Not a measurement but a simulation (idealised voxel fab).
Process module in this document: voxel tone inversion
Square cells of 5 nm make up the cross-section cut, whose width is 140 nm.
Just so we're on the same page, the cross-sections are grids of square cells, and they're listed out in bands top to bottom, each band one or more rows deep.
A band entry consists of two parts. The first gives the height of the band's top and the height of its bottom, in nm. The rest lists the band's materials from left to right, each with its width in nm. A single material labelled with the word "edge to edge" fills the band from edge to edge, and the word "empty" marks empty space.
Height datum 0, below which the as-received substrate wafer is one material. Lowest band open at the bottom, running downward: "0 -> down".
A width given as "30..40" starts at the first number in the band's top row and ends at the second number in its bottom row, shifting by an equal amount at every step from row to row.
Step marked "no change"? Then no cell in the cross-section changed in it.
So "Completely enclosed voids" is basically the list of trapped voids: any empty space of 8 cells or more that can't reach the top through an opening. They're written width x height at distance, the distance being from the left edge, and it's all nm.
If you see something after the settings on a step's line, that's the simulator's own remark about that step.
overlay nm, on a step with a mask: how far to the right of its planned place the mask lay; to the left if negative

Listed below are the process steps as planned
| 1 | RECEIVE, material Si |
| 2 | CONFORMAL_DEP, material SiCN, thk nm 5 |
| 3 | DIRECTIONAL_DEP, material aC, thk nm 20 |
| 4 | PATTERN, tone cover, mask id POSTS, material resist, width nm 25, pitch nm 40, thk nm 25, overlay nm 0 |
| 5 | DIRECTIONAL_ETCH, etch materials aC, depth nm 20 |
| 6 | STRIP, etch materials resist |
| 7 | FILL_DEP, material lowk, thk nm 10 |
| 8 | CMP, height nm 25 |
| 9 | STRIP, etch materials aC |

first wafer, as planned

Cross-section of the wafer as it came to us, i.e., already through step 1
  0 -> down  Si edge to edge
  Completely enclosed voids: none

After step 2: wafer cross-section
  5 -> 0  SiCN edge to edge
  All layers under 0 are left as they were.

After step 3: wafer cross-section
  25 -> 5  aC edge to edge
  All layers under 5 are left as they were.

After step 4: wafer cross-section
  50 -> 25  15 empty, then 25 resist, then 15 empty, then 25 resist, then 15 empty, then 25 resist, then 20 empty
  All layers under 25 are left as they were.

After step 5: wafer cross-section
  30 -> 25  15 empty, then 25 resist, then 15 empty, then 25 resist, then 15 empty, then 25 resist, then 20 empty
  25 -> 5  15 empty, then 25 aC, then 15 empty, then 25 aC, then 15 empty, then 25 aC, then 20 empty
  All layers under 5 are left as they were.

After step 6: wafer cross-section
  25 -> 5  15 empty, then 25 aC, then 15 empty, then 25 aC, then 15 empty, then 25 aC, then 20 empty
  All layers under 5 are left as they were.

After step 7: wafer cross-section
  35 -> 25  lowk edge to edge
  25 -> 5  15 lowk, then 25 aC, then 15 lowk, then 25 aC, then 15 lowk, then 25 aC, then 20 lowk
  All layers under 5 are left as they were.

After step 8: wafer cross-section
  25 -> 5  15 lowk, then 25 aC, then 15 lowk, then 25 aC, then 15 lowk, then 25 aC, then 20 lowk
  All layers under 5 are left as they were.

After step 9: wafer cross-section
  25 -> 5  15 lowk, then 25 empty, then 15 lowk, then 25 empty, then 15 lowk, then 25 empty, then 20 lowk
  All layers under 5 are left as they were.

The remaining wafer, second of the two, started like the first and was run to the same plan, except that one mistake was made along the way; the two coincide through step 1, inclusive

Second wafer cross-section, taken as of the time the plan sets for step 2 to be done
  20 -> 0  aC edge to edge
  All layers under 0 are left as they were.

Second wafer cross-section, taken as of the time the plan sets for step 3 to be done
  25 -> 20  SiCN edge to edge
  All layers under 20 are left as they were.

Second wafer cross-section, taken as of the time the plan sets for step 4 to be done
  50 -> 25  15 empty, then 25 resist, then 15 empty, then 25 resist, then 15 empty, then 25 resist, then 20 empty
  All layers under 25 are left as they were.

Second wafer cross-section, taken as of the time the plan sets for step 5 to be done
  30 -> 25  15 empty, then 25 resist, then 15 empty, then 25 resist, then 15 empty, then 25 resist, then 20 empty
  All layers under 25 are left as they were.

Second wafer cross-section, taken as of the time the plan sets for step 6 to be done
  25 -> 20  SiCN edge to edge
  All layers under 20 are left as they were.

Second wafer cross-section, taken as of the time the plan sets for step 7 to be done
  35 -> 25  lowk edge to edge
  All layers under 25 are left as they were.

Second wafer cross-section, taken as of the time the plan sets for step 8 to be done
  25 -> 20  SiCN edge to edge
  All layers under 20 are left as they were.

Second wafer cross-section, taken as of the time the plan sets for step 9 to be done: no change
Where did the run depart from the plan? mixed up steps 2 and 3 - ran each in the other's place
Wrapping up, a cell-based count of both wafers puts the second over or under the first for these materials: +112 aC; -52 lowk
